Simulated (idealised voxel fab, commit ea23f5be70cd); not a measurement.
This section sets out a process module, namely voxel local oxidation.
Square cells of 5 nm make up the cross-section cut, whose width is 275 nm.
Just so we're on the same page, the cross-sections are grids of square cells, and they're listed out in bands top to bottom, each band one or more rows deep. Heads up on the band format: heights come first, top then bottom, in nm. After that it's the materials left to right, each with its width in nm. A single material flagged "edge to edge" fills the whole band edge to edge, and "air" means there's empty space there. Heights are expressed relative to 0, this being the level below which the as-received wafer comprises one material exclusively. The lowest band is unbounded in the downward direction and is denoted as in "0 -> down". Graded width ("30 to 40"): value in top row of band = first number; value in bottom row = second number; row-to-row change constant. Key: "remained the same" - step with no changed cell in the cross-section. "closed voids" means: voids of 8 cells or more that are shut off from the top with no open way through. Written width x height at distance, distance from the left edge, in nm. Where a step's line continues beyond its settings, the continuation is a remark by the simulator itself on that step. overlay nm: how far to the right of its planned place the mask lay on this masked step (negative: to the left).

Planned step list for the process:
1: RECEIVE (material Si)
2: OXIDIZE (depth nm 5)
3: CONFORMAL_DEP (material SiN; thk nm 15)
4: PATTERN (tone cover; mask id ACTIVE; material resist; width nm 130; thk nm 15; overlay nm 0)
5: DIRECTIONAL_ETCH (etch materials SiN; depth nm 15)
6: STRIP (etch materials resist)
7: SELECTIVE_ETCH (etch materials SiO2; depth nm 5)
8: OXIDIZE (depth nm 15)
9: STRIP (etch materials SiN)

Here's what the wafer looked like in cross-section when it arrived - that's after step 1:
> 0 -> down  Si edge to edge
> closed voids: none

End-of-module cross-section of the first of two wafers, processed as planned:
> 0 -> -5  air: 75 / SiO2: 120 / air: 80
> -5 -> -20  SiO2: 90 / Si: 90 / SiO2: 95
> -20 -> down  Si edge to edge
> closed voids: none

What the second wafer looks like in cross-section once the module is done. Its start and its plan matched the first wafer's exactly; what differed was one mistake in how it was run:
> 0 -> -5  SiO2: 65 / air: 140 / SiO2: 70
> -5 -> -20  Si: 50 / SiO2: 170 / Si: 55
> -20 -> down  Si edge to edge
> closed voids: none
Deviation noted in wafer processing: step 4 did not happen as planned, as run it was PATTERN (tone open; mask id ACTIVE; material resist; width nm 130; thk nm 15; overlay nm 0)
Count the cells at the end and the second wafer has more or fewer of some materials than the first: +9 Si, -6 SiO2
